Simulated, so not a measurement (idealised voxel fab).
The document below concerns the process module designated voxel wiring stack.
Section cut is 155 nm wide and gridded with 5 nm square cells.
A cross-section is written here as square cells arranged in a grid, and it is given in bands from the top down, each band taking up one or more rows of cells.
Heads up on the band format: heights come first, top then bottom, in nm. After that it's the materials left to right, each with its width in nm. A single material flagged "throughout" fills the whole band edge to edge, and "air" means there's empty space there.
A quick word on heights: they are counted from 0, and under that level the wafer as it came to us is one material throughout. The lowest band is different from the rest in having no bottom; it simply continues downward, written as in "0..down".
Think of "30->40" as a width that walks from the first number to the second as you go down the band, top row to bottom row, taking equal-sized steps from row to row.
The designation "nothing was modified", where it is given for a processing step, indicates that no cell of the cross-section was altered in the course of that step.
"Fully sealed cavities" - sealed voids, min. 8 cells, no opening to top; format: width x height at distance (distance from left edge; nm throughout).
Note: text after step settings on the step line = simulator remark on that step.
overlay nm, on a step with a mask: how far to the right of its planned place the mask lay; to the left if negative
# Below is the list of planned process steps
- 1: RECEIVE [material Si]
- 2: CONFORMAL_DEP [material SiO2] [thk nm 10]
- 3: CONFORMAL_DEP [material SiN] [thk nm 5]
- 4: DIRECTIONAL_DEP [material lowk] [thk nm 25]
- 5: PATTERN [tone open] [mask id METAL_1] [material resist] [width nm 25] [pitch nm 55] [thk nm 20] [overlay nm 0]
- 6: DIRECTIONAL_ETCH [etch materials lowk] [depth nm 25]
- 7: DIRECTIONAL_ETCH [etch materials SiN] [depth nm 5]
- 8: STRIP [etch materials resist]
- 9: CONFORMAL_DEP [material TiN] [thk nm 5]
- 10: FILL_DEP [material Ru] [thk nm 10]
- 11: CMP [height nm 40]
- 12: EPI [material Ru] [thk nm 5]
- 13: FILL_DEP [material SiCN] [thk nm 5]
- 14: DIRECTIONAL_DEP [material lowk] [thk nm 15]
- 15: MASKED_ETCH [tone open] [mask id PLUG_1] [width nm 15] [etch materials lowk] [depth nm 15] [overlay nm 0]
- 16: MASKED_ETCH [tone open] [mask id PLUG_1] [width nm 15] [etch materials SiCN] [depth nm 5] [overlay nm 0]
- 17: EPI [material Ru] [thk nm 10]
- 18: EPI [material Ru] [thk nm 10]
- 19: DIRECTIONAL_DEP [material TiN] [thk nm 5]
- 20: DIRECTIONAL_DEP [material W] [thk nm 20]
- 21: DIRECTIONAL_DEP [material aC] [thk nm 15]
- 22: PATTERN [tone cover] [mask id METAL_2] [material resist] [width nm 25] [pitch nm 55] [thk nm 30] [overlay nm 0]
- 23: DIRECTIONAL_ETCH [etch materials aC] [depth nm 15]
- 24: STRIP [etch materials resist]
- 25: DIRECTIONAL_ETCH [etch materials W] [depth nm 20]
- 26: DIRECTIONAL_ETCH [etch materials TiN] [depth nm 5]
- 27: STRIP [etch materials aC]
- 28: FILL_DEP [material SiO2] [thk nm 5]
- 29: CMP [height nm 90]
- 30: CONFORMAL_DEP [material SiCN] [thk nm 5]
# Cross-section of the wafer at receipt, which is the condition after step 1
- 0..down  Si throughout
- Fully sealed cavities: none
# Starting structure and process plan are as shown above, but one mistake was made in running the module; the wafer cross-section at the end of the module follows
- 95..90  SiCN throughout
- 90..70  35 of SiO2  25 of W  30 of SiO2  25 of W  40 of SiO2
- 70..65  35 of SiO2  25 of TiN  30 of SiO2  25 of TiN  40 of SiO2
- 65..50  35 of lowk  15 of Ru  105 of lowk
- 50..45  35 of SiCN  15 of Ru  105 of SiCN
- 45..40  40 of SiCN  35 of Ru  20 of SiCN  35 of Ru  25 of SiCN
- 40..15  45 of lowk  5 of TiN  15 of Ru  5 of TiN  30 of lowk  5 of TiN  15 of Ru  5 of TiN  30 of lowk
- 15..10  45 of SiN  25 of TiN  30 of SiN  25 of TiN  30 of SiN
- 10..0  SiO2 throughout
- 0..down  Si throughout
- Fully sealed cavities: none
Diagnosis: rather than as planned, step 5 actually ran as PATTERN [tone open] [mask id METAL_1] [material resist] [width nm 25] [pitch nm 55] [thk nm 20] [overlay nm 10]
